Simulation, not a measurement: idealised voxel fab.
Process module in this document: voxel fin reveal
Cross-section cut: width 175 nm, square cells of 5 nm.
Cross-section format: a grid of square cells, given as bands from top to bottom; each band is one or more rows of cells.
The band entry comprises the height of the band's top followed by the height of its bottom, expressed in nm, and subsequently the band's materials from left to right, each stated together with its width in nm. Where a single material is marked with the word "edge to edge", that material fills the band from edge to edge. The word "blank" represents empty space.
Convention: height 0 is the level below which the wafer, as received, is all one material. The lowest band does not terminate at the bottom but continues downward, represented as "from 0 down".
Read "30->40" as a graded width: first number on top, second number at the bottom, same change between each pair of neighbouring rows.
"no change occurred" for a step: no cell of the cross-section changed in that step.
So "Enclosed void listing" is basically the list of trapped voids: any empty space of 8 cells or more that can't reach the top through an opening. They're written width x height at distance, the distance being from the left edge, and it's all nm.
If you see something after the settings on a step's line, that's the simulator's own remark about that step.
You can add "overlay nm" to a step's line. For a step with a mask, it describes how far the mask lay to the right of its planned position, and a negative number describes a lay to the left.

## Listed below are the process steps as planned
1 op RECEIVE | material Si
2 op CONFORMAL_DEP | material SiN | thk nm 5
3 op MASKED_ETCH | tone cover | mask id FINS | width nm 15 | pitch nm 40 | etch materials SiN | depth nm 5 | overlay nm 0
4 op MASKED_ETCH | tone cover | mask id FINS | width nm 15 | pitch nm 40 | etch materials Si | depth nm 35 | overlay nm 0
5 op FILL_DEP | material SiO2 | thk nm 10
6 op CMP | height nm 5
7 op SELECTIVE_ETCH | etch materials SiO2 | depth nm 20
8 op STRIP | etch materials SiN

## first wafer, as planned

## As received (post step 1): cross-section
  from 0 down  Si edge to edge
  Enclosed void listing: none

## The following cross-section depicts the wafer upon completion of step 2
  from 5 to 0  SiN edge to edge
  All layers under 0 are left as they were.

## The following cross-section depicts the wafer upon completion of step 3
  from 5 to 0  blank 40; SiN 15; blank 25; SiN 15; blank 25; SiN 15; blank 40
  All layers under 0 are left as they were.

## The following cross-section depicts the wafer upon completion of step 4
  from 5 to 0  blank 40; SiN 15; blank 25; SiN 15; blank 25; SiN 15; blank 40
  from 0 to -35  blank 40; Si 15; blank 25; Si 15; blank 25; Si 15; blank 40
  All layers under -35 are left as they were.

## The following cross-section depicts the wafer upon completion of step 5
  from 15 to 5  SiO2 edge to edge
  from 5 to 0  SiO2 40; SiN 15; SiO2 25; SiN 15; SiO2 25; SiN 15; SiO2 40
  from 0 to -35  SiO2 40; Si 15; SiO2 25; Si 15; SiO2 25; Si 15; SiO2 40
  All layers under -35 are left as they were.

## The following cross-section depicts the wafer upon completion of step 6
  from 5 to 0  SiO2 40; SiN 15; SiO2 25; SiN 15; SiO2 25; SiN 15; SiO2 40
  All layers under 0 are left as they were.

## The following cross-section depicts the wafer upon completion of step 7
  from 5 to 0  blank 40; SiN 15; blank 25; SiN 15; blank 25; SiN 15; blank 40
  from 0 to -15  blank 40; Si 15; blank 25; Si 15; blank 25; Si 15; blank 40
  All layers under -15 are left as they were.

## The following cross-section depicts the wafer upon completion of step 8
  from 0 to -15  blank 40; Si 15; blank 25; Si 15; blank 25; Si 15; blank 40
  All layers under -15 are left as they were.

## second wafer: like start, like plan, one mistake. Through step 7 it matches the first wafer

Second wafer, cross-section, planned end of step 8: no change occurred
What was the processing mistake? step 8 was left out
The second wafer ends with more or fewer cells of some materials than the first, per final count: 9 more of SiN
